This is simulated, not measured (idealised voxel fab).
This section sets out a process module, namely voxel self aligned vias.
We display cut, a cross-section 225 nm in width whose square cells are each 5 nm.
Cross-section format: a grid of square cells, given as bands from top to bottom; each band is one or more rows of cells.
Within each band entry, the heights of the top and of the bottom of the band appear first, in that order and in nm; the materials of the band then follow from left to right, each with its corresponding width in nm. The designation "edge to edge" on a single material indicates that it fills the band from edge to edge; the designation "air" indicates empty space.
Note: height 0 marks the level under which the wafer is uniformly one material as received. Lowest band unbounded below, written "0 and below".
Per-row width for "30->40": begins at first number (top row of band), ends at second number (bottom row), increment between rows held constant.
You'll sometimes find "no alteration" written for a step, and that's the way of saying that nowhere in the cross-section did a cell change during that step.
Empty spaces without an open route to the top, at least 8 cells in extent, make up the entry "Enclosed void catalog"; each is given as width x height at distance, where the distance is measured from the left edge, and all are in nm.
after a step's settings: what the simulator itself notes on the step
overlay nm: how far to the right of its planned place the mask lay on this masked step (negative: to the left).
PLANNED PROCESS STEPS
step 1: RECEIVE,material Si
step 2: CONFORMAL_DEP,material SiO2,thk nm 10
step 3: CONFORMAL_DEP,material SiCN,thk nm 5
step 4: DIRECTIONAL_DEP,material lowk,thk nm 20
step 5: DIRECTIONAL_DEP,material aC,thk nm 10
step 6: PATTERN,tone open,mask id LINES,material resist,width nm 20,pitch nm 55,thk nm 25,overlay nm 0
step 7: DIRECTIONAL_ETCH,etch materials aC,depth nm 10
step 8: STRIP,etch materials resist
step 9: DIRECTIONAL_ETCH,etch materials lowk,depth nm 20
step 10: STRIP,etch materials aC
step 11: CONFORMAL_DEP,material TiN,thk nm 5
step 12: FILL_DEP,material Ru,thk nm 10
step 13: CMP,height nm 35
step 14: SELECTIVE_ETCH,etch materials W Ru TiN,depth nm 5
step 15: FILL_DEP,material SiN,thk nm 10
step 16: CMP,height nm 35
step 17: DIRECTIONAL_DEP,material lowk,thk nm 15
step 18: DIRECTIONAL_DEP,material aC,thk nm 10
step 19: PATTERN,tone open,mask id VIAS,material resist,width nm 40,pitch nm 110,thk nm 25,overlay nm 0
step 20: DIRECTIONAL_ETCH,etch materials aC,depth nm 10
step 21: STRIP,etch materials resist
step 22: DIRECTIONAL_ETCH,etch materials lowk,depth nm 15
step 23: DIRECTIONAL_ETCH,etch materials SiN,depth nm 5
step 24: STRIP,etch materials aC
step 25: CONFORMAL_DEP,material TiN,thk nm 5
step 26: FILL_DEP,material Ru,thk nm 10
step 27: CMP,height nm 50
step 28: CONFORMAL_DEP,material SiCN,thk nm 5
SHOWN IN CROSS-SECTION IS THE WAFER AS RECEIVED, THAT IS, AS IT STANDS AFTER STEP 1
* 0 and below = Si edge to edge
* Enclosed void catalog: none
END-OF-MODULE XS, FIRST OF TWO WAFERS, RUN AS PLANNED
* 55 down to 50 = SiCN edge to edge
* 50 down to 40 = lowk 35 nm / TiN 5 nm / Ru 30 nm / TiN 5 nm / lowk 70 nm / TiN 5 nm / Ru 30 nm / TiN 5 nm / lowk 40 nm
* 40 down to 35 = lowk 35 nm / TiN 15 nm / Ru 10 nm / TiN 15 nm / lowk 70 nm / TiN 15 nm / Ru 10 nm / TiN 15 nm / lowk 40 nm
* 35 down to 30 = lowk 45 nm / TiN 20 nm / lowk 35 nm / SiN 20 nm / lowk 35 nm / TiN 20 nm / lowk 50 nm
* 30 down to 20 = lowk 45 nm / TiN 5 nm / Ru 10 nm / TiN 5 nm / lowk 35 nm / TiN 5 nm / Ru 10 nm / TiN 5 nm / lowk 35 nm / TiN 5 nm / Ru 10 nm / TiN 5 nm / lowk 50 nm
* 20 down to 15 = lowk 45 nm / TiN 20 nm / lowk 35 nm / TiN 20 nm / lowk 35 nm / TiN 20 nm / lowk 50 nm
* 15 down to 10 = SiCN edge to edge
* 10 down to 0 = SiO2 edge to edge
* 0 and below = Si edge to edge
* Enclosed void catalog: none
CROSS-SECTIONAL IMAGE OF THE SECOND WAFER OF THE TWO FOLLOWING COMPLETION OF THE MODULE. STARTING STATE AND PROCESS PLAN WERE THE SAME AS FOR THE FIRST WAFER; ONE EXECUTION ERROR OCCURRED
* 55 down to 50 = SiCN edge to edge
* 50 down to 40 = lowk 35 nm / TiN 5 nm / Ru 30 nm / TiN 5 nm / lowk 70 nm / TiN 5 nm / Ru 30 nm / TiN 5 nm / lowk 40 nm
* 40 down to 35 = lowk 35 nm / TiN 15 nm / Ru 10 nm / TiN 15 nm / lowk 70 nm / TiN 15 nm / Ru 10 nm / TiN 15 nm / lowk 40 nm
* 35 down to 30 = lowk 45 nm / TiN 20 nm / lowk 35 nm / SiN 20 nm / lowk 35 nm / TiN 20 nm / lowk 50 nm
* 30 down to 25 = lowk 45 nm / TiN 5 nm / Ru 10 nm / TiN 5 nm / lowk 35 nm / TiN 5 nm / Ru 10 nm / TiN 5 nm / lowk 35 nm / TiN 5 nm / Ru 10 nm / TiN 5 nm / lowk 50 nm
* 25 down to 20 = lowk 45 nm / TiN 20 nm / lowk 35 nm / TiN 20 nm / lowk 35 nm / TiN 20 nm / lowk 50 nm
* 20 down to 15 = SiCN edge to edge
* 15 down to 0 = SiO2 edge to edge
* 0 and below = Si edge to edge
* Enclosed void catalog: none
The mistake made against the process plan was this: step 2 was run on a setting that differed from the plan, and what really ran there is CONFORMAL_DEP,material SiO2,thk nm 15
Wafer comparison, final, in cells, second relative to first, materials more or fewer: 6 fewer of Ru | 45 more of SiO2 | 6 fewer of TiN | 33 fewer of lowk
